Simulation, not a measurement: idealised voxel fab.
The process module that follows is named voxel transistor to metal.
Section cut is 190 nm wide and gridded with 5 nm square cells.
For the purposes of this document, a cross-section shall be understood as a grid of square cells, specified as bands listed in top-to-bottom order, each band consisting of one or more rows of cells. Band: top and bottom heights (nm) first, top before bottom; then materials from left to right, widths in nm. "throughout" marks a sole material filling the band edge to edge. "empty" denotes empty space. Height datum 0, below which the as-received substrate wafer is one material. Lowest band open at the bottom, running downward: "top 0, no bottom". Read "30->40" as a graded width: first number on top, second number at the bottom, same change between each pair of neighbouring rows. Given "changes: none" for a step, no cell of the cross-section differs between before and after that step. Non-vented voids: empty space of 8 cells or more with no open way to the top, each as width x height at its distance from the left edge, in nm. The remark found on a step's line after its settings is issued by the simulator itself and pertains to that step. For masked steps, "overlay nm" on the step line gives how far right of plan the mask actually lay; a minus sign means it lay to the left.

[Below is the list of planned process steps]
1,RECEIVE with material Si
2,OXIDIZE with depth nm 5
3,CONFORMAL_DEP with material SiN, thk nm 15
4,PATTERN with tone cover, mask id ACTIVE, material resist, width nm 115, thk nm 20, overlay nm 0
5,DIRECTIONAL_ETCH with etch materials SiN, depth nm 15
6,DIRECTIONAL_ETCH with etch materials SiO2, depth nm 5
7,DIRECTIONAL_ETCH with etch materials Si, depth nm 30
8,STRIP with etch materials resist
9,OXIDIZE with depth nm 5
10,FILL_DEP with material SiO2, thk nm 15
11,CMP with height nm 15
12,SELECTIVE_ETCH with etch materials SiO2, depth nm 15
13,STRIP with etch materials SiN
14,SELECTIVE_ETCH with etch materials SiO2, depth nm 5
15,OXIDIZE with depth nm 5
16,DIRECTIONAL_DEP with material polySi, thk nm 20
17,DIRECTIONAL_DEP with material SiCN, thk nm 15
18,DIRECTIONAL_DEP with material aC, thk nm 15
19,PATTERN with tone cover, mask id GATE, material resist, width nm 35, thk nm 35, overlay nm 0
20,DIRECTIONAL_ETCH with etch materials aC, depth nm 15
21,STRIP with etch materials resist
22,DIRECTIONAL_ETCH with etch materials SiCN, depth nm 25
23,DIRECTIONAL_ETCH with etch materials polySi, depth nm 30
24,STRIP with etch materials aC
25,CONFORMAL_DEP with material SiN, thk nm 10
26,DIRECTIONAL_ETCH with etch materials SiN, depth nm 10
27,DIRECTIONAL_ETCH with etch materials SiO2, depth nm 5
28,DIRECTIONAL_ETCH with etch materials Si, depth nm 15
29,EPI with material SiGe, thk nm 15
30,FILL_DEP with material SiO2, thk nm 5
31,CMP with height nm 15
32,STRIP with etch materials polySi
33,SELECTIVE_ETCH with etch materials SiO2, depth nm 5
34,CONFORMAL_DEP with material HfO2, thk nm 5
35,CONFORMAL_DEP with material TiN, thk nm 5
36,FILL_DEP with material W, thk nm 10
37,CMP with height nm 10
38,DIRECTIONAL_DEP with material SiO2, thk nm 10
39,DIRECTIONAL_DEP with material aC, thk nm 15
40,PATTERN with tone open, mask id CONTACT, material resist, width nm 15, pitch nm 80, thk nm 30, overlay nm 0
41,DIRECTIONAL_ETCH with etch materials aC, depth nm 15
42,STRIP with etch materials resist
43,DIRECTIONAL_ETCH with etch materials SiO2, depth nm 30
44,STRIP with etch materials aC
45,CONFORMAL_DEP with material TiN, thk nm 5
46,FILL_DEP with material Ru, thk nm 5
47,CMP with height nm 20
48,CONFORMAL_DEP with material SiCN, thk nm 5
49,DIRECTIONAL_DEP with material SiO2, thk nm 25
50,MASKED_ETCH with tone open, mask id METAL_1, width nm 15, pitch nm 80, etch materials SiO2, depth nm 25, overlay nm 0
51,MASKED_ETCH with tone open, mask id METAL_1, width nm 15, pitch nm 80, etch materials SiCN, depth nm 5, overlay nm 0
52,CONFORMAL_DEP with material TiN, thk nm 5
53,FILL_DEP with material Cu, thk nm 10
54,CMP with height nm 50
55,CONFORMAL_DEP with material SiCN, thk nm 5

[Step 1 complete: cross-section of the wafer as received]
> top 0, no bottom: Si throughout
> Non-vented voids: none

[The first of the two wafers as seen in cross-section once the module was finished; processing followed the plan]
> top 55, bottom 50: SiCN throughout
> top 50, bottom 25: SiO2 45 / TiN 5 / Cu 5 / TiN 5 / SiO2 65 / TiN 5 / Cu 5 / TiN 5 / SiO2 50
> top 25, bottom 20: SiCN 45 / TiN 15 / SiCN 65 / TiN 15 / SiCN 50
> top 20, bottom 10: SiO2 45 / TiN 5 / Ru 5 / TiN 5 / SiO2 65 / TiN 5 / Ru 5 / TiN 5 / SiO2 50
> top 10, bottom 5: SiO2 45 / TiN 15 / SiO2 5 / SiN 10 / HfO2 5 / TiN 5 / W 15 / TiN 5 / HfO2 5 / SiN 10 / SiO2 5 / TiN 15 / SiO2 50
> top 5, bottom 0: SiO2 45 / TiN 5 / SiGe 15 / SiN 10 / HfO2 5 / TiN 5 / W 15 / TiN 5 / HfO2 5 / SiN 10 / SiGe 15 / TiN 5 / SiO2 50
> top 0, bottom -5: SiO2 45 / TiN 5 / SiGe 15 / SiN 10 / HfO2 5 / TiN 25 / HfO2 5 / SiN 10 / SiGe 15 / TiN 5 / SiO2 50
> top -5, bottom -10: SiO2 45 / TiN 5 / SiGe 15 / SiO2 5 / HfO2 45 / SiO2 5 / SiGe 15 / TiN 5 / SiO2 50
> top -10, bottom -25: SiO2 40 / SiGe 25 / Si 55 / SiGe 25 / SiO2 45
> top -25, bottom -40: SiO2 40 / Si 105 / SiO2 45
> top -40, no bottom: Si throughout
> Non-vented voids: none

[The second wafer, shown in cross-section after the module: started the same way as the first and given the same plan, yet one mistake crept into how it was run]
> top 55, bottom 50: SiCN throughout
> top 50, bottom 25: SiO2 45 / TiN 5 / Cu 5 / TiN 5 / SiO2 65 / TiN 5 / Cu 5 / TiN 5 / SiO2 50
> top 25, bottom 20: SiCN 45 / TiN 15 / SiCN 65 / TiN 15 / SiCN 50
> top 20, bottom 15: SiO2 45 / TiN 5 / Ru 5 / TiN 5 / SiO2 65 / TiN 5 / Ru 5 / TiN 5 / SiO2 50
> top 15, bottom 10: SiO2 45 / TiN 15 / SiO2 65 / TiN 15 / SiO2 50
> top 10, bottom 0: SiO2 35->25 / SiGe 30->40 / SiN 10 / HfO2 5 / TiN 5 / W 15 / TiN 5 / HfO2 5 / SiN 10 / SiGe 30->40 / SiO2 40->30
> top 0, bottom -5: SiO2 25 / SiGe 40 / SiN 10 / HfO2 5 / TiN 25 / HfO2 5 / SiN 10 / SiGe 40 / SiO2 30
> top -5, bottom -10: SiO2 25 / SiGe 40 / SiO2 5 / HfO2 45 / SiO2 5 / SiGe 40 / SiO2 30
> top -10, bottom -25: SiO2 40 / SiGe 25 / Si 55 / SiGe 25 / SiO2 45
> top -25, bottom -40: SiO2 40 / Si 105 / SiO2 45
> top -40, no bottom: Si throughout
> Non-vented voids: none
What was the processing mistake? heads up, step 29 of the plan got done twice
Final cells, second wafer relative to first, materials higher or lower: -2 Ru; +42 SiGe; -30 SiO2; -10 TiN
